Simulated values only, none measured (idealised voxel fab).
process module | voxel self aligned vias
cross-section cut | 205 nm wide | cells 5 nm
A cross-section is a grid of square cells, given in bands from the top down. A band is one or more rows of cells.
Each band's line starts with the height of the band's top and of its bottom, in nm. Then come its materials from left to right, each with its width in nm. One material with "throughout" fills the band from edge to edge. "air" is empty space.
Height 0 is the level under which the wafer as received is all one material. The lowest band goes on downwards, as in "0 down".
A width such as "30 to 40" changes by the same amount from each row of cells to the next, from the band's top row to its bottom row.
"no change" after a step means that no cell of the cross-section changed.
closed voids: empty space of 8 cells or more with no open way to the top, each as width x height at its distance from the left edge, in nm
after a step's settings: what the simulator itself notes on the step
overlay nm, on a step with a mask: how far to the right of its planned place the mask lay; to the left if negative
Each pair below shows a cross-section before one step and the cross-section after it, down to the lowest band that changed. The line under each pair gives the step between them, with its settings. The pairs can come from different runs of this module on the same starting wafer, so a pair continues from the pair above only where its "before" says so.
before
  0 down: Si throughout
  closed voids: none
after
  10 to 0: SiO2 throughout
  below 0: unchanged
  closed voids: none
the step between: op CONFORMAL_DEP | material SiO2 | thk nm 10
before: the cross-section after the pair above
after
  15 to 10: SiCN throughout
  below 10: unchanged
  closed voids: none
the step between: op CONFORMAL_DEP | material SiCN | thk nm 5
before: the cross-section after the pair above
after
  45 to 15: lowk throughout
  below 15: unchanged
  closed voids: none
the step between: op DIRECTIONAL_DEP | material lowk | thk nm 30
before: the cross-section after the pair above
after
  60 to 45: resist 35 | air 20 | resist 35 | air 20 | resist 35 | air 20 | resist 40
  below 45: unchanged
  closed voids: none
the step between: op PATTERN | tone open | mask id LINES | material resist | width nm 20 | pitch nm 55 | thk nm 15 | overlay nm 0
before: the cross-section after the pair above
after
  60 to 45: resist 35 | air 20 | resist 35 | air 20 | resist 35 | air 20 | resist 40
  45 to 15: lowk 35 | air 20 | lowk 35 | air 20 | lowk 35 | air 20 | lowk 40
  below 15: unchanged
  closed voids: none
the step between: op DIRECTIONAL_ETCH | etch materials lowk | depth nm 30
before: the cross-section after the pair above
after
  45 to 15: lowk 35 | air 20 | lowk 35 | air 20 | lowk 35 | air 20 | lowk 40
  below 15: unchanged
  closed voids: none
the step between: op STRIP | etch materials resist
before: the cross-section after the pair above
after
  50 to 45: TiN 40 | air 10 | TiN 45 | air 10 | TiN 45 | air 10 | TiN 45
  45 to 20: lowk 35 | TiN 5 | air 10 | TiN 5 | lowk 35 | TiN 5 | air 10 | TiN 5 | lowk 35 | TiN 5 | air 10 | TiN 5 | lowk 40
  20 to 15: lowk 35 | TiN 20 | lowk 35 | TiN 20 | lowk 35 | TiN 20 | lowk 40
  below 15: unchanged
  closed voids: none
the step between: op CONFORMAL_DEP | material TiN | thk nm 5
before: the cross-section after the pair above
after
  55 to 50: W throughout
  50 to 45: TiN 40 | W 10 | TiN 45 | W 10 | TiN 45 | W 10 | TiN 45
  45 to 20: lowk 35 | TiN 5 | W 10 | TiN 5 | lowk 35 | TiN 5 | W 10 | TiN 5 | lowk 35 | TiN 5 | W 10 | TiN 5 | lowk 40
  below 20: unchanged
  closed voids: none
the step between: op FILL_DEP | material W | thk nm 5
before: the cross-section after the pair above
after
  45 to 20: lowk 35 | TiN 5 | W 10 | TiN 5 | lowk 35 | TiN 5 | W 10 | TiN 5 | lowk 35 | TiN 5 | W 10 | TiN 5 | lowk 40
  below 20: unchanged
  closed voids: none
the step between: op CMP | height nm 45
before: the cross-section after the pair above
after
  45 to 35: lowk 35 | air 20 | lowk 35 | air 20 | lowk 35 | air 20 | lowk 40
  below 35: unchanged
  closed voids: none
the step between: op SELECTIVE_ETCH | etch materials W Ru TiN | depth nm 10
before: the cross-section after the pair above
after
  55 to 45: SiN throughout
  45 to 35: lowk 35 | SiN 20 | lowk 35 | SiN 20 | lowk 35 | SiN 20 | lowk 40
  below 35: unchanged
  closed voids: none
the step between: op FILL_DEP | material SiN | thk nm 10
before: the cross-section after the pair above
after
  45 to 35: lowk 35 | SiN 20 | lowk 35 | SiN 20 | lowk 35 | SiN 20 | lowk 40
  below 35: unchanged
  closed voids: none
the step between: op CMP | height nm 45
before: the cross-section after the pair above
after
  65 to 45: lowk throughout
  below 45: unchanged
  closed voids: none
the step between: op DIRECTIONAL_DEP | material lowk | thk nm 20
before: the cross-section after the pair above
after
  75 to 65: aC throughout
  below 65: unchanged
  closed voids: none
the step between: op DIRECTIONAL_DEP | material aC | thk nm 10
before: the cross-section after the pair above
after
  105 to 75: resist 30 | air 30 | resist 25 | air 30 | resist 25 | air 30 | resist 35
  below 75: unchanged
  closed voids: none
the step between: op PATTERN | tone open | mask id VIAS | material resist | width nm 30 | pitch nm 55 | thk nm 30 | overlay nm 0
before: the cross-section after the pair above
after
  95 to 75: resist 30 | air 30 | resist 25 | air 30 | resist 25 | air 30 | resist 35
  75 to 65: aC 30 | air 30 | aC 25 | air 30 | aC 25 | air 30 | aC 35
  below 65: unchanged
  closed voids: none
the step between: op DIRECTIONAL_ETCH | etch materials aC | depth nm 10
before: the cross-section after the pair above
after
  75 to 65: aC 30 | air 30 | aC 25 | air 30 | aC 25 | air 30 | aC 35
  below 65: unchanged
  closed voids: none
the step between: op STRIP | etch materials resist
before: the cross-section after the pair above
after
  75 to 65: aC 30 | air 30 | aC 25 | air 30 | aC 25 | air 30 | aC 35
  65 to 45: lowk 30 | air 30 | lowk 25 | air 30 | lowk 25 | air 30 | lowk 35
  below 45: unchanged
  closed voids: none
the step between: op DIRECTIONAL_ETCH | etch materials lowk | depth nm 20
before: the cross-section after the pair above
after
  75 to 65: aC 30 | air 30 | aC 25 | air 30 | aC 25 | air 30 | aC 35
  65 to 45: lowk 30 | air 30 | lowk 25 | air 30 | lowk 25 | air 30 | lowk 35
  45 to 35: lowk 35 | air 20 | lowk 35 | air 20 | lowk 35 | air 20 | lowk 40
  below 35: unchanged
  closed voids: none
the step between: op DIRECTIONAL_ETCH | etch materials SiN | depth nm 10
before: the cross-section after the pair above
after
  65 to 45: lowk 30 | air 30 | lowk 25 | air 30 | lowk 25 | air 30 | lowk 35
  below 45: unchanged
  closed voids: none
the step between: op STRIP | etch materials aC
before: the cross-section after the pair above
after
  70 to 65: TiN 35 | air 20 | TiN 35 | air 20 | TiN 35 | air 20 | TiN 40
  65 to 50: lowk 30 | TiN 5 | air 20 | TiN 5 | lowk 25 | TiN 5 | air 20 | TiN 5 | lowk 25 | TiN 5 | air 20 | TiN 5 | lowk 35
  50 to 40: lowk 30 to 35 | TiN 10 to 5 | air 10 | TiN 10 to 5 | lowk 25 to 35 | TiN 10 to 5 | air 10 | TiN 10 to 5 | lowk 25 to 35 | TiN 10 to 5 | air 10 | TiN 10 to 5 | lowk 35 to 40
  40 to 35: lowk 35 | TiN 20 | lowk 35 | TiN 20 | lowk 35 | TiN 20 | lowk 40
  below 35: unchanged
  closed voids: none
the step between: op CONFORMAL_DEP | material TiN | thk nm 5
before: the cross-section after the pair above
after
  75 to 70: Ru throughout
  70 to 65: TiN 35 | Ru 20 | TiN 35 | Ru 20 | TiN 35 | Ru 20 | TiN 40
  65 to 50: lowk 30 | TiN 5 | Ru 20 | TiN 5 | lowk 25 | TiN 5 | Ru 20 | TiN 5 | lowk 25 | TiN 5 | Ru 20 | TiN 5 | lowk 35
  50 to 40: lowk 30 to 35 | TiN 10 to 5 | Ru 10 | TiN 10 to 5 | lowk 25 to 35 | TiN 10 to 5 | Ru 10 | TiN 10 to 5 | lowk 25 to 35 | TiN 10 to 5 | Ru 10 | TiN 10 to 5 | lowk 35 to 40
  below 40: unchanged
  closed voids: none
the step between: op FILL_DEP | material Ru | thk nm 5
before: the cross-section after the pair above
after
  65 to 50: lowk 30 | TiN 5 | Ru 20 | TiN 5 | lowk 25 | TiN 5 | Ru 20 | TiN 5 | lowk 25 | TiN 5 | Ru 20 | TiN 5 | lowk 35
  below 50: unchanged
  closed voids: none
the step between: op CMP | height nm 65
before: the cross-section after the pair above
after
  70 to 65: SiCN throughout
  below 65: unchanged
  closed voids: none
the step between: op CONFORMAL_DEP | material SiCN | thk nm 5
before
  10 to 0: SiO2 throughout
  0 down: Si throughout
  closed voids: none
after
  40 to 10: lowk throughout
  below 10: unchanged
  closed voids: none
the step between: op DIRECTIONAL_DEP | material lowk | thk nm 30
before: the cross-section after the pair above
after
  55 to 40: resist 35 | air 20 | resist 35 | air 20 | resist 35 | air 20 | resist 40
  below 40: unchanged
  closed voids: none
the step between: op PATTERN | tone open | mask id LINES | material resist | width nm 20 | pitch nm 55 | thk nm 15 | overlay nm 0
before: the cross-section after the pair above
after
  55 to 40: resist 35 | air 20 | resist 35 | air 20 | resist 35 | air 20 | resist 40
  40 to 10: lowk 35 | air 20 | lowk 35 | air 20 | lowk 35 | air 20 | lowk 40
  below 10: unchanged
  closed voids: none
the step between: op DIRECTIONAL_ETCH | etch materials lowk | depth nm 30
before: the cross-section after the pair above
after
  40 to 10: lowk 35 | air 20 | lowk 35 | air 20 | lowk 35 | air 20 | lowk 40
  below 10: unchanged
  closed voids: none
the step between: op STRIP | etch materials resist
before: the cross-section after the pair above
after
  45 to 40: TiN 40 | air 10 | TiN 45 | air 10 | TiN 45 | air 10 | TiN 45
  40 to 15: lowk 35 | TiN 5 | air 10 | TiN 5 | lowk 35 | TiN 5 | air 10 | TiN 5 | lowk 35 | TiN 5 | air 10 | TiN 5 | lowk 40
  15 to 10: lowk 35 | TiN 20 | lowk 35 | TiN 20 | lowk 35 | TiN 20 | lowk 40
  below 10: unchanged
  closed voids: none
the step between: op CONFORMAL_DEP | material TiN | thk nm 5
before: the cross-section after the pair above
after
  50 to 45: W throughout
  45 to 40: TiN 40 | W 10 | TiN 45 | W 10 | TiN 45 | W 10 | TiN 45
  40 to 15: lowk 35 | TiN 5 | W 10 | TiN 5 | lowk 35 | TiN 5 | W 10 | TiN 5 | lowk 35 | TiN 5 | W 10 | TiN 5 | lowk 40
  below 15: unchanged
  closed voids: none
the step between: op FILL_DEP | material W | thk nm 5
before: the cross-section after the pair above
after
  45 to 40: TiN 40 | W 10 | TiN 45 | W 10 | TiN 45 | W 10 | TiN 45
  below 40: unchanged
  closed voids: none
the step between: op CMP | height nm 45
before: the cross-section after the pair above
after
  40 to 35: lowk 35 | air 20 | lowk 35 | air 20 | lowk 35 | air 20 | lowk 40
  below 35: unchanged
  closed voids: none
the step between: op SELECTIVE_ETCH | etch materials W Ru TiN | depth nm 10
before: the cross-section after the pair above
after
  50 to 40: SiN throughout
  40 to 35: lowk 35 | SiN 20 | lowk 35 | SiN 20 | lowk 35 | SiN 20 | lowk 40
  below 35: unchanged
  closed voids: none
the step between: op FILL_DEP | material SiN | thk nm 10
before: the cross-section after the pair above
after
  45 to 40: SiN throughout
  below 40: unchanged
  closed voids: none
the step between: op CMP | height nm 45
before: the cross-section after the pair above
after
  65 to 45: lowk throughout
  below 45: unchanged
  closed voids: none
the step between: op DIRECTIONAL_DEP | material lowk | thk nm 20
before: the cross-section after the pair above
after
  75 to 65: aC throughout
  below 65: unchanged
  closed voids: none
the step between: op DIRECTIONAL_DEP | material aC | thk nm 10
before: the cross-section after the pair above
after
  105 to 75: resist 30 | air 30 | resist 25 | air 30 | resist 25 | air 30 | resist 35
  below 75: unchanged
  closed voids: none
the step between: op PATTERN | tone open | mask id VIAS | material resist | width nm 30 | pitch nm 55 | thk nm 30 | overlay nm 0
before: the cross-section after the pair above
after
  95 to 75: resist 30 | air 30 | resist 25 | air 30 | resist 25 | air 30 | resist 35
  75 to 65: aC 30 | air 30 | aC 25 | air 30 | aC 25 | air 30 | aC 35
  below 65: unchanged
  closed voids: none
the step between: op DIRECTIONAL_ETCH | etch materials aC | depth nm 10
before: the cross-section after the pair above
after
  75 to 65: aC 30 | air 30 | aC 25 | air 30 | aC 25 | air 30 | aC 35
  below 65: unchanged
  closed voids: none
the step between: op STRIP | etch materials resist
before: the cross-section after the pair above
after
  75 to 65: aC 30 | air 30 | aC 25 | air 30 | aC 25 | air 30 | aC 35
  65 to 45: lowk 30 | air 30 | lowk 25 | air 30 | lowk 25 | air 30 | lowk 35
  below 45: unchanged
  closed voids: none
the step between: op DIRECTIONAL_ETCH | etch materials lowk | depth nm 20
before: the cross-section after the pair above
after
  75 to 65: aC 30 | air 30 | aC 25 | air 30 | aC 25 | air 30 | aC 35
  65 to 45: lowk 30 | air 30 | lowk 25 | air 30 | lowk 25 | air 30 | lowk 35
  45 to 40: SiN 30 | air 30 | SiN 25 | air 30 | SiN 25 | air 30 | SiN 35
  40 to 35: lowk 35 | air 20 | lowk 35 | air 20 | lowk 35 | air 20 | lowk 40
  below 35: unchanged
  closed voids: none
the step between: op DIRECTIONAL_ETCH | etch materials SiN | depth nm 10
before: the cross-section after the pair above
after
  65 to 45: lowk 30 | air 30 | lowk 25 | air 30 | lowk 25 | air 30 | lowk 35
  below 45: unchanged
  closed voids: none
the step between: op STRIP | etch materials aC
before: the cross-section after the pair above
after
  70 to 65: TiN 35 | air 20 | TiN 35 | air 20 | TiN 35 | air 20 | TiN 40
  65 to 45: lowk 30 | TiN 5 | air 20 | TiN 5 | lowk 25 | TiN 5 | air 20 | TiN 5 | lowk 25 | TiN 5 | air 20 | TiN 5 | lowk 35
  45 to 40: SiN 30 | TiN 10 | air 10 | TiN 10 | SiN 25 | TiN 10 | air 10 | TiN 10 | SiN 25 | TiN 10 | air 10 | TiN 10 | SiN 35
  40 to 35: lowk 35 | TiN 20 | lowk 35 | TiN 20 | lowk 35 | TiN 20 | lowk 40
  below 35: unchanged
  closed voids: none
the step between: op CONFORMAL_DEP | material TiN | thk nm 5
before: the cross-section after the pair above
after
  75 to 70: Ru throughout
  70 to 65: TiN 35 | Ru 20 | TiN 35 | Ru 20 | TiN 35 | Ru 20 | TiN 40
  65 to 45: lowk 30 | TiN 5 | Ru 20 | TiN 5 | lowk 25 | TiN 5 | Ru 20 | TiN 5 | lowk 25 | TiN 5 | Ru 20 | TiN 5 | lowk 35
  45 to 40: SiN 30 | TiN 10 | Ru 10 | TiN 10 | SiN 25 | TiN 10 | Ru 10 | TiN 10 | SiN 25 | TiN 10 | Ru 10 | TiN 10 | SiN 35
  below 40: unchanged
  closed voids: none
the step between: op FILL_DEP | material Ru | thk nm 5
before: the cross-section after the pair above
after
  65 to 45: lowk 30 | TiN 5 | Ru 20 | TiN 5 | lowk 25 | TiN 5 | Ru 20 | TiN 5 | lowk 25 | TiN 5 | Ru 20 | TiN 5 | lowk 35
  below 45: unchanged
  closed voids: none
the step between: op CMP | height nm 65
before: the cross-section after the pair above
after
  70 to 65: SiCN throughout
  below 65: unchanged
  closed voids: none
the step between: op CONFORMAL_DEP | material SiCN | thk nm 5
before
  75 to 65: aC 30 | air 30 | aC 25 | air 30 | aC 25 | air 30 | aC 35
  65 to 45: lowk 30 | air 30 | lowk 25 | air 30 | lowk 25 | air 30 | lowk 35
  45 to 35: lowk 35 | SiN 20 | lowk 35 | SiN 20 | lowk 35 | SiN 20 | lowk 40
  35 to 20: lowk 35 | TiN 5 | W 10 | TiN 5 | lowk 35 | TiN 5 | W 10 | TiN 5 | lowk 35 | TiN 5 | W 10 | TiN 5 | lowk 40
  20 to 15: lowk 35 | TiN 20 | lowk 35 | TiN 20 | lowk 35 | TiN 20 | lowk 40
  15 to 10: SiCN throughout
  10 to 0: SiO2 throughout
  0 down: Si throughout
  closed voids: none
after
  75 to 65: aC 30 | air 30 | aC 25 | air 30 | aC 25 | air 30 | aC 35
  65 to 45: lowk 30 | air 30 | lowk 25 | air 30 | lowk 25 | air 30 | lowk 35
  45 to 35: lowk 30 | air 5 | SiN 20 | air 5 | lowk 25 | air 5 | SiN 20 | air 5 | lowk 25 | air 5 | SiN 20 | air 5 | lowk 35
  35 to 25: lowk 30 | air 5 | TiN 5 | W 10 | TiN 5 | air 5 | lowk 25 | air 5 | TiN 5 | W 10 | TiN 5 | air 5 | lowk 25 | air 5 | TiN 5 | W 10 | TiN 5 | air 5 | lowk 35
  below 25: unchanged
  closed voids: none
the step between: op DIRECTIONAL_ETCH | etch materials lowk | depth nm 20
before: the cross-section after the pair above
after
  75 to 65: aC 30 | air 30 | aC 25 | air 30 | aC 25 | air 30 | aC 35
  65 to 35: lowk 30 | air 30 | lowk 25 | air 30 | lowk 25 | air 30 | lowk 35
  below 35: unchanged
  closed voids: none
the step between: op DIRECTIONAL_ETCH | etch materials SiN | depth nm 10
before: the cross-section after the pair above
after
  65 to 35: lowk 30 | air 30 | lowk 25 | air 30 | lowk 25 | air 30 | lowk 35
  below 35: unchanged
  closed voids: none
the step between: op STRIP | etch materials aC
before: the cross-section after the pair above
after
  70 to 65: TiN 35 | air 20 | TiN 35 | air 20 | TiN 35 | air 20 | TiN 40
  65 to 40: lowk 30 | TiN 5 | air 20 | TiN 5 | lowk 25 | TiN 5 | air 20 | TiN 5 | lowk 25 | TiN 5 | air 20 | TiN 5 | lowk 35
  40 to 35: lowk 30 | TiN 30 | lowk 25 | TiN 30 | lowk 25 | TiN 30 | lowk 35
  35 to 25: lowk 30 | TiN 10 | W 10 | TiN 10 | lowk 25 | TiN 10 | W 10 | TiN 10 | lowk 25 | TiN 10 | W 10 | TiN 10 | lowk 35
  below 25: unchanged
  closed voids: none
the step between: op CONFORMAL_DEP | material TiN | thk nm 5
before: the cross-section after the pair above
after
  75 to 70: Ru throughout
  70 to 65: TiN 35 | Ru 20 | TiN 35 | Ru 20 | TiN 35 | Ru 20 | TiN 40
  65 to 40: lowk 30 | TiN 5 | Ru 20 | TiN 5 | lowk 25 | TiN 5 | Ru 20 | TiN 5 | lowk 25 | TiN 5 | Ru 20 | TiN 5 | lowk 35
  below 40: unchanged
  closed voids: none
the step between: op FILL_DEP | material Ru | thk nm 5
before: the cross-section after the pair above
after
  65 to 40: lowk 30 | TiN 5 | Ru 20 | TiN 5 | lowk 25 | TiN 5 | Ru 20 | TiN 5 | lowk 25 | TiN 5 | Ru 20 | TiN 5 | lowk 35
  below 40: unchanged
  closed voids: none
the step between: op CMP | height nm 65
before: the cross-section after the pair above
after
  70 to 65: SiCN throughout
  below 65: unchanged
  closed voids: none
the step between: op CONFORMAL_DEP | material SiCN | thk nm 5
before
  40 to 10: lowk throughout
  10 to 0: SiO2 throughout
  0 down: Si throughout
  closed voids: none
after
  45 to 40: SiCN throughout
  below 40: unchanged
  closed voids: none
the step between: op CONFORMAL_DEP | material SiCN | thk nm 5
before: the cross-section after the pair above
after
  60 to 45: resist 35 | air 20 | resist 35 | air 20 | resist 35 | air 20 | resist 40
  below 45: unchanged
  closed voids: none
the step between: op PATTERN | tone open | mask id LINES | material resist | width nm 20 | pitch nm 55 | thk nm 15 | overlay nm 0
before: the cross-section after the pair above
after
  45 to 40: SiCN throughout
  below 40: unchanged
  closed voids: none
the step between: op STRIP | etch materials resist
before: the cross-section after the pair above
after
  50 to 45: TiN throughout
  below 45: unchanged
  closed voids: none
the step between: op CONFORMAL_DEP | material TiN | thk nm 5
before: the cross-section after the pair above
after
  55 to 50: W throughout
  below 50: unchanged
  closed voids: none
the step between: op FILL_DEP | material W | thk nm 5
before: the cross-section after the pair above
after
  45 to 40: SiCN throughout
  below 40: unchanged
  closed voids: none
the step between: op CMP | height nm 45
before: the cross-section after the pair above
after
  55 to 45: SiN throughout
  below 45: unchanged
  closed voids: none
the step between: op FILL_DEP | material SiN | thk nm 10
before: the cross-section after the pair above
after
  45 to 40: SiCN throughout
  below 40: unchanged
  closed voids: none
the step between: op CMP | height nm 45
before: the cross-section after the pair above
after
  65 to 45: lowk throughout
  below 45: unchanged
  closed voids: none
the step between: op DIRECTIONAL_DEP | material lowk | thk nm 20
before: the cross-section after the pair above
after
  75 to 65: aC throughout
  below 65: unchanged
  closed voids: none
the step between: op DIRECTIONAL_DEP | material aC | thk nm 10
before: the cross-section after the pair above
after
  105 to 75: resist 30 | air 30 | resist 25 | air 30 | resist 25 | air 30 | resist 35
  below 75: unchanged
  closed voids: none
the step between: op PATTERN | tone open | mask id VIAS | material resist | width nm 30 | pitch nm 55 | thk nm 30 | overlay nm 0
before: the cross-section after the pair above
after
  95 to 75: resist 30 | air 30 | resist 25 | air 30 | resist 25 | air 30 | resist 35
  75 to 65: aC 30 | air 30 | aC 25 | air 30 | aC 25 | air 30 | aC 35
  below 65: unchanged
  closed voids: none
the step between: op DIRECTIONAL_ETCH | etch materials aC | depth nm 10
before: the cross-section after the pair above
after
  75 to 65: aC 30 | air 30 | aC 25 | air 30 | aC 25 | air 30 | aC 35
  below 65: unchanged
  closed voids: none
the step between: op STRIP | etch materials resist
before: the cross-section after the pair above
after
  75 to 65: aC 30 | air 30 | aC 25 | air 30 | aC 25 | air 30 | aC 35
  65 to 45: lowk 30 | air 30 | lowk 25 | air 30 | lowk 25 | air 30 | lowk 35
  below 45: unchanged
  closed voids: none
the step between: op DIRECTIONAL_ETCH | etch materials lowk | depth nm 20
before: the cross-section after the pair above
after
  65 to 45: lowk 30 | air 30 | lowk 25 | air 30 | lowk 25 | air 30 | lowk 35
  below 45: unchanged
  closed voids: none
the step between: op STRIP | etch materials aC
before: the cross-section after the pair above
after
  70 to 65: TiN 35 | air 20 | TiN 35 | air 20 | TiN 35 | air 20 | TiN 40
  65 to 50: lowk 30 | TiN 5 | air 20 | TiN 5 | lowk 25 | TiN 5 | air 20 | TiN 5 | lowk 25 | TiN 5 | air 20 | TiN 5 | lowk 35
  50 to 45: lowk 30 | TiN 30 | lowk 25 | TiN 30 | lowk 25 | TiN 30 | lowk 35
  below 45: unchanged
  closed voids: none
the step between: op CONFORMAL_DEP | material TiN | thk nm 5
before: the cross-section after the pair above
after
  75 to 70: Ru throughout
  70 to 65: TiN 35 | Ru 20 | TiN 35 | Ru 20 | TiN 35 | Ru 20 | TiN 40
  65 to 50: lowk 30 | TiN 5 | Ru 20 | TiN 5 | lowk 25 | TiN 5 | Ru 20 | TiN 5 | lowk 25 | TiN 5 | Ru 20 | TiN 5 | lowk 35
  below 50: unchanged
  closed voids: none
the step between: op FILL_DEP | material Ru | thk nm 5
before: the cross-section after the pair above
after
  65 to 50: lowk 30 | TiN 5 | Ru 20 | TiN 5 | lowk 25 | TiN 5 | Ru 20 | TiN 5 | lowk 25 | TiN 5 | Ru 20 | TiN 5 | lowk 35
  below 50: unchanged
  closed voids: none
the step between: op CMP | height nm 65
before: the cross-section after the pair above
after
  70 to 65: SiCN throughout
  below 65: unchanged
  closed voids: none
the step between: op CONFORMAL_DEP | material SiCN | thk nm 5
before
  65 to 50: lowk 30 | TiN 5 | Ru 20 | TiN 5 | lowk 25 | TiN 5 | Ru 20 | TiN 5 | lowk 25 | TiN 5 | Ru 20 | TiN 5 | lowk 35
  50 to 40: lowk 30 to 35 | TiN 10 to 5 | Ru 10 | TiN 10 to 5 | lowk 25 to 35 | TiN 10 to 5 | Ru 10 | TiN 10 to 5 | lowk 25 to 35 | TiN 10 to 5 | Ru 10 | TiN 10 to 5 | lowk 35 to 40
  40 to 35: lowk 35 | TiN 20 | lowk 35 | TiN 20 | lowk 35 | TiN 20 | lowk 40
  35 to 20: lowk 35 | TiN 5 | W 10 | TiN 5 | lowk 35 | TiN 5 | W 10 | TiN 5 | lowk 35 | TiN 5 | W 10 | TiN 5 | lowk 40
  20 to 15: lowk 35 | TiN 20 | lowk 35 | TiN 20 | lowk 35 | TiN 20 | lowk 40
  15 to 10: SiCN throughout
  10 to 0: SiO2 throughout
  0 down: Si throughout
  closed voids: none
after
  80 to 65: SiCN throughout
  below 65: unchanged
  closed voids: none
the step between: op CONFORMAL_DEP | material SiCN | thk nm 15
before
  45 to 15: lowk throughout
  15 to 10: SiCN throughout
  10 to 0: SiO2 throughout
  0 down: Si throughout
  closed voids: none
after
  60 to 45: resist 40 | air 15 | resist 40 | air 15 | resist 40 | air 15 | resist 40
  below 45: unchanged
  closed voids: none
the step between: op PATTERN | tone open | mask id LINES | material resist | width nm 15 | pitch nm 55 | thk nm 15 | overlay nm 0
before: the cross-section after the pair above
after
  60 to 45: resist 40 | air 15 | resist 40 | air 15 | resist 40 | air 15 | resist 40
  45 to 15: lowk 40 | air 15 | lowk 40 | air 15 | lowk 40 | air 15 | lowk 40
  below 15: unchanged
  closed voids: none
the step between: op DIRECTIONAL_ETCH | etch materials lowk | depth nm 30
before: the cross-section after the pair above
after
  45 to 15: lowk 40 | air 15 | lowk 40 | air 15 | lowk 40 | air 15 | lowk 40
  below 15: unchanged
  closed voids: none
the step between: op STRIP | etch materials resist
before: the cross-section after the pair above
after
  50 to 45: TiN 45 | air 5 | TiN 50 | air 5 | TiN 50 | air 5 | TiN 45
  45 to 20: lowk 40 | TiN 5 | air 5 | TiN 5 | lowk 40 | TiN 5 | air 5 | TiN 5 | lowk 40 | TiN 5 | air 5 | TiN 5 | lowk 40
  20 to 15: lowk 40 | TiN 15 | lowk 40 | TiN 15 | lowk 40 | TiN 15 | lowk 40
  below 15: unchanged
  closed voids: none
the step between: op CONFORMAL_DEP | material TiN | thk nm 5
before: the cross-section after the pair above
after
  55 to 50: W throughout
  50 to 45: TiN 45 | W 5 | TiN 50 | W 5 | TiN 50 | W 5 | TiN 45
  45 to 20: lowk 40 | TiN 5 | W 5 | TiN 5 | lowk 40 | TiN 5 | W 5 | TiN 5 | lowk 40 | TiN 5 | W 5 | TiN 5 | lowk 40
  below 20: unchanged
  closed voids: none
the step between: op FILL_DEP | material W | thk nm 5
before: the cross-section after the pair above
after
  45 to 20: lowk 40 | TiN 5 | W 5 | TiN 5 | lowk 40 | TiN 5 | W 5 | TiN 5 | lowk 40 | TiN 5 | W 5 | TiN 5 | lowk 40
  below 20: unchanged
  closed voids: none
the step between: op CMP | height nm 45
before: the cross-section after the pair above
after
  45 to 35: lowk 40 | air 15 | lowk 40 | air 15 | lowk 40 | air 15 | lowk 40
  below 35: unchanged
  closed voids: none
the step between: op SELECTIVE_ETCH | etch materials W Ru TiN | depth nm 10
before: the cross-section after the pair above
after
  55 to 45: SiN throughout
  45 to 35: lowk 40 | SiN 15 | lowk 40 | SiN 15 | lowk 40 | SiN 15 | lowk 40
  below 35: unchanged
  closed voids: none
the step between: op FILL_DEP | material SiN | thk nm 10
before: the cross-section after the pair above
after
  45 to 35: lowk 40 | SiN 15 | lowk 40 | SiN 15 | lowk 40 | SiN 15 | lowk 40
  below 35: unchanged
  closed voids: none
the step between: op CMP | height nm 45
before: the cross-section after the pair above
after
  65 to 45: lowk throughout
  below 45: unchanged
  closed voids: none
the step between: op DIRECTIONAL_DEP | material lowk | thk nm 20
before: the cross-section after the pair above
after
  75 to 65: aC throughout
  below 65: unchanged
  closed voids: none
the step between: op DIRECTIONAL_DEP | material aC | thk nm 10
before: the cross-section after the pair above
after
  105 to 75: resist 30 | air 30 | resist 25 | air 30 | resist 25 | air 30 | resist 35
  below 75: unchanged
  closed voids: none
the step between: op PATTERN | tone open | mask id VIAS | material resist | width nm 30 | pitch nm 55 | thk nm 30 | overlay nm 0
before: the cross-section after the pair above
after
  95 to 75: resist 30 | air 30 | resist 25 | air 30 | resist 25 | air 30 | resist 35
  75 to 65: aC 30 | air 30 | aC 25 | air 30 | aC 25 | air 30 | aC 35
  below 65: unchanged
  closed voids: none
the step between: op DIRECTIONAL_ETCH | etch materials aC | depth nm 10
before: the cross-section after the pair above
after
  75 to 65: aC 30 | air 30 | aC 25 | air 30 | aC 25 | air 30 | aC 35
  below 65: unchanged
  closed voids: none
the step between: op STRIP | etch materials resist
before: the cross-section after the pair above
after
  75 to 65: aC 30 | air 30 | aC 25 | air 30 | aC 25 | air 30 | aC 35
  65 to 45: lowk 30 | air 30 | lowk 25 | air 30 | lowk 25 | air 30 | lowk 35
  below 45: unchanged
  closed voids: none
the step between: op DIRECTIONAL_ETCH | etch materials lowk | depth nm 20
before: the cross-section after the pair above
after
  75 to 65: aC 30 | air 30 | aC 25 | air 30 | aC 25 | air 30 | aC 35
  65 to 45: lowk 30 | air 30 | lowk 25 | air 30 | lowk 25 | air 30 | lowk 35
  45 to 35: lowk 40 | air 15 | lowk 40 | air 15 | lowk 40 | air 15 | lowk 40
  below 35: unchanged
  closed voids: none
the step between: op DIRECTIONAL_ETCH | etch materials SiN | depth nm 10
before: the cross-section after the pair above
after
  65 to 45: lowk 30 | air 30 | lowk 25 | air 30 | lowk 25 | air 30 | lowk 35
  below 45: unchanged
  closed voids: none
the step between: op STRIP | etch materials aC
before: the cross-section after the pair above
after
  70 to 65: TiN 35 | air 20 | TiN 35 | air 20 | TiN 35 | air 20 | TiN 40
  65 to 50: lowk 30 | TiN 5 | air 20 | TiN 5 | lowk 25 | TiN 5 | air 20 | TiN 5 | lowk 25 | TiN 5 | air 20 | TiN 5 | lowk 35
  50 to 40: lowk 30 to 40 | TiN 15 to 5 | air 5 | TiN 10 to 5 | lowk 25 to 40 | TiN 15 to 5 | air 5 | TiN 10 to 5 | lowk 25 to 40 | TiN 15 to 5 | air 5 | TiN 10 to 5 | lowk 35 to 40
  40 to 35: lowk 40 | TiN 15 | lowk 40 | TiN 15 | lowk 40 | TiN 15 | lowk 40
  below 35: unchanged
  closed voids: none
the step between: op CONFORMAL_DEP | material TiN | thk nm 5
before: the cross-section after the pair above
after
  75 to 70: Ru throughout
  70 to 65: TiN 35 | Ru 20 | TiN 35 | Ru 20 | TiN 35 | Ru 20 | TiN 40
  65 to 50: lowk 30 | TiN 5 | Ru 20 | TiN 5 | lowk 25 | TiN 5 | Ru 20 | TiN 5 | lowk 25 | TiN 5 | Ru 20 | TiN 5 | lowk 35
  50 to 40: lowk 30 to 40 | TiN 15 to 5 | Ru 5 | TiN 10 to 5 | lowk 25 to 40 | TiN 15 to 5 | Ru 5 | TiN 10 to 5 | lowk 25 to 40 | TiN 15 to 5 | Ru 5 | TiN 10 to 5 | lowk 35 to 40
  below 40: unchanged
  closed voids: none
the step between: op FILL_DEP | material Ru | thk nm 5
before: the cross-section after the pair above
after
  65 to 50: lowk 30 | TiN 5 | Ru 20 | TiN 5 | lowk 25 | TiN 5 | Ru 20 | TiN 5 | lowk 25 | TiN 5 | Ru 20 | TiN 5 | lowk 35
  below 50: unchanged
  closed voids: none
the step between: op CMP | height nm 65
before: the cross-section after the pair above
after
  70 to 65: SiCN throughout
  below 65: unchanged
  closed voids: none
the step between: op CONFORMAL_DEP | material SiCN | thk nm 5
